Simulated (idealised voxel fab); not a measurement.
Herein follows the process module entitled voxel transistor to metal.
Pictured: cross-section cut, 155 nm wide, on a grid of 5 nm square cells.
We lay out every cross-section as a grid of square cells and spell it out in bands from the top down, where one band means one or more rows of cells.
Top height, bottom height, nm. Materials left to right, width each, nm. Single material + "edge to edge" = fills band edge to edge. "air" = empty.
Height datum 0, below which the as-received substrate wafer is one material. Lowest band open at the bottom, running downward: "0 -> down".
Width "30..40": first value at the band's top row of cells, second value at its bottom row, equal change from row to row.
A step reported as "nothing changed" is a step in which no cell of the cross-section changed.
What "Fully sealed voids" gives you is every empty space of 8 cells or more that is cut off from the top. Each appears as width x height at distance, with the distance taken from the left edge and width, height and distance all in nm.
Read whatever lies past the settings on a step's line as the simulator's own remark about the step.
Steps that use a mask can have "overlay nm" on their line. It says how far the mask sat to the right of where it was meant to be. Negative means to the left.
### The steps planned for the process are as follows
1. RECEIVE | material Si
2. OXIDIZE | depth nm 5
3. CONFORMAL_DEP | material SiN | thk nm 15
4. DIRECTIONAL_DEP | material aC | thk nm 15
5. PATTERN | tone cover | mask id ACTIVE | material resist | width nm 120 | thk nm 30 | overlay nm 0
6. DIRECTIONAL_ETCH | etch materials aC | depth nm 15
7. STRIP | etch materials resist
8. DIRECTIONAL_ETCH | etch materials SiN | depth nm 15
9. DIRECTIONAL_ETCH | etch materials SiO2 | depth nm 5
10. DIRECTIONAL_ETCH | etch materials Si | depth nm 35
11. STRIP | etch materials aC
12. FILL_DEP | material SiO2 | thk nm 15
13. CMP | height nm 15
14. SELECTIVE_ETCH | etch materials SiO2 | depth nm 5
15. STRIP | etch materials SiN
16. SELECTIVE_ETCH | etch materials SiO2 | depth nm 5
17. OXIDIZE | depth nm 5
18. DIRECTIONAL_DEP | material polySi | thk nm 20
19. DIRECTIONAL_DEP | material SiCN | thk nm 10
20. MASKED_ETCH | tone cover | mask id GATE | width nm 30 | etch materials SiCN | depth nm 20 | overlay nm 0
21. MASKED_ETCH | tone cover | mask id GATE | width nm 30 | etch materials polySi | depth nm 30 | overlay nm 0
22. CONFORMAL_DEP | material SiO2 | thk nm 5
23. DIRECTIONAL_ETCH | etch materials SiO2 | depth nm 5
24. CONFORMAL_DEP | material SiN | thk nm 10
25. DIRECTIONAL_ETCH | etch materials SiN | depth nm 10
26. DIRECTIONAL_ETCH | etch materials SiO2 | depth nm 5
27. DIRECTIONAL_ETCH | etch materials Si | depth nm 15
28. EPI | material SiGe | thk nm 15
29. FILL_DEP | material SiO2 | thk nm 10
30. CMP | height nm 15
31. STRIP | etch materials polySi
32. SELECTIVE_ETCH | etch materials SiO2 | depth nm 5
33. CONFORMAL_DEP | material HfO2 | thk nm 5
34. CONFORMAL_DEP | material TiN | thk nm 5
35. FILL_DEP | material W | thk nm 10
36. CMP | height nm 10
37. DIRECTIONAL_DEP | material SiO2 | thk nm 15
38. DIRECTIONAL_DEP | material aC | thk nm 15
39. PATTERN | tone open | mask id CONTACT | material resist | width nm 20 | pitch nm 80 | thk nm 30 | overlay nm 0
40. DIRECTIONAL_ETCH | etch materials aC | depth nm 15
41. STRIP | etch materials resist
42. DIRECTIONAL_ETCH | etch materials SiO2 | depth nm 20
43. STRIP | etch materials aC
44. CONFORMAL_DEP | material TiN | thk nm 5
45. FILL_DEP | material W | thk nm 5
46. CMP | height nm 25
47. DIRECTIONAL_DEP | material TiN | thk nm 5
48. DIRECTIONAL_DEP | material W | thk nm 15
49. MASKED_ETCH | tone cover | mask id METAL_1 | width nm 20 | pitch nm 80 | etch materials W | depth nm 15 | overlay nm 0
50. MASKED_ETCH | tone cover | mask id METAL_1 | width nm 20 | pitch nm 80 | etch materials TiN | depth nm 5 | overlay nm 0
51. FILL_DEP | material SiO2 | thk nm 5
52. CMP | height nm 45
53. CONFORMAL_DEP | material SiCN | thk nm 5
### Cross-section: wafer on arrival = after step 1
> 0 -> down | Si edge to edge
> Fully sealed voids: none
### First of two wafers, end-of-module section, run followed plan
> 50 -> 45 | SiCN edge to edge
> 45 -> 30 | 25 nm SiO2 | 20 nm W | 60 nm SiO2 | 20 nm W | 30 nm SiO2
> 30 -> 25 | 25 nm SiO2 | 20 nm TiN | 60 nm SiO2 | 20 nm TiN | 30 nm SiO2
> 25 -> 10 | 25 nm SiO2 | 5 nm TiN | 10 nm W | 5 nm TiN | 60 nm SiO2 | 5 nm TiN | 10 nm W | 5 nm TiN | 30 nm SiO2
> 10 -> 5 | 25 nm SiO2 | 20 nm TiN | 10 nm SiN | 5 nm HfO2 | 5 nm TiN | 20 nm W | 5 nm TiN | 5 nm HfO2 | 10 nm SiN | 20 nm TiN | 30 nm SiO2
> 5 -> 0 | 15 nm SiO2 | 10 nm SiN | 20 nm SiGe | 10 nm SiN | 5 nm HfO2 | 5 nm TiN | 20 nm W | 5 nm TiN | 5 nm HfO2 | 10 nm SiN | 20 nm SiGe | 10 nm SiN | 20 nm SiO2
> 0 -> -5 | 15 nm SiO2 | 10 nm SiN | 20 nm SiGe | 10 nm SiN | 5 nm HfO2 | 30 nm TiN | 5 nm HfO2 | 10 nm SiN | 20 nm SiGe | 10 nm SiN | 20 nm SiO2
> -5 -> -10 | 25 nm SiO2 | 20 nm SiGe | 10 nm SiO2 | 40 nm HfO2 | 10 nm SiO2 | 20 nm SiGe | 30 nm SiO2
> -10 -> -25 | 15 nm SiO2 | 10 nm Si | 20 nm SiGe | 60 nm Si | 20 nm SiGe | 10 nm Si | 20 nm SiO2
> -25 -> -40 | 15 nm SiO2 | 120 nm Si | 20 nm SiO2
> -40 -> down | Si edge to edge
> Fully sealed voids: none
### Wafer two, end of module, cross-section. Same start, same plan as wafer one. One mistake in the run
> 50 -> 45 | SiCN edge to edge
> 45 -> 30 | 25 nm SiO2 | 20 nm W | 60 nm SiO2 | 20 nm W | 30 nm SiO2
> 30 -> 25 | 25 nm SiO2 | 20 nm TiN | 60 nm SiO2 | 20 nm TiN | 30 nm SiO2
> 25 -> 15 | 20 nm SiO2 | 5 nm TiN | 20 nm W | 5 nm TiN | 50 nm SiO2 | 5 nm TiN | 20 nm W | 5 nm TiN | 25 nm SiO2
> 15 -> 10 | 20 nm SiO2 | 5 nm TiN | 15 nm W | 10 nm TiN | 50 nm SiO2 | 10 nm TiN | 15 nm W | 5 nm TiN | 25 nm SiO2
> 10 -> 5 | 20 nm SiO2 | 25 nm TiN | 10 nm SiN | 5 nm HfO2 | 5 nm TiN | 20 nm W | 5 nm TiN | 5 nm HfO2 | 10 nm SiN | 25 nm TiN | 25 nm SiO2
> 5 -> 0 | 15 nm SiO2 | 10 nm SiN | 20 nm SiGe | 10 nm SiN | 5 nm HfO2 | 5 nm TiN | 20 nm W | 5 nm TiN | 5 nm HfO2 | 10 nm SiN | 20 nm SiGe | 10 nm SiN | 20 nm SiO2
> 0 -> -5 | 15 nm SiO2 | 10 nm SiN | 20 nm SiGe | 10 nm SiN | 5 nm HfO2 | 30 nm TiN | 5 nm HfO2 | 10 nm SiN | 20 nm SiGe | 10 nm SiN | 20 nm SiO2
> -5 -> -10 | 25 nm SiO2 | 20 nm SiGe | 10 nm SiO2 | 40 nm HfO2 | 10 nm SiO2 | 20 nm SiGe | 30 nm SiO2
> -10 -> -25 | 15 nm SiO2 | 10 nm Si | 20 nm SiGe | 60 nm Si | 20 nm SiGe | 10 nm Si | 20 nm SiO2
> -25 -> -40 | 15 nm SiO2 | 120 nm Si | 20 nm SiO2
> -40 -> down | Si edge to edge
> Fully sealed voids: none
Deviation noted in wafer processing: in deviation from the planned setting, step 39 was conducted as PATTERN | tone open | mask id CONTACT | material resist | width nm 30 | pitch nm 80 | thk nm 30 | overlay nm 0
Cell-count delta at end, second wafer over first, by material: -14 SiO2; +4 TiN; +10 W
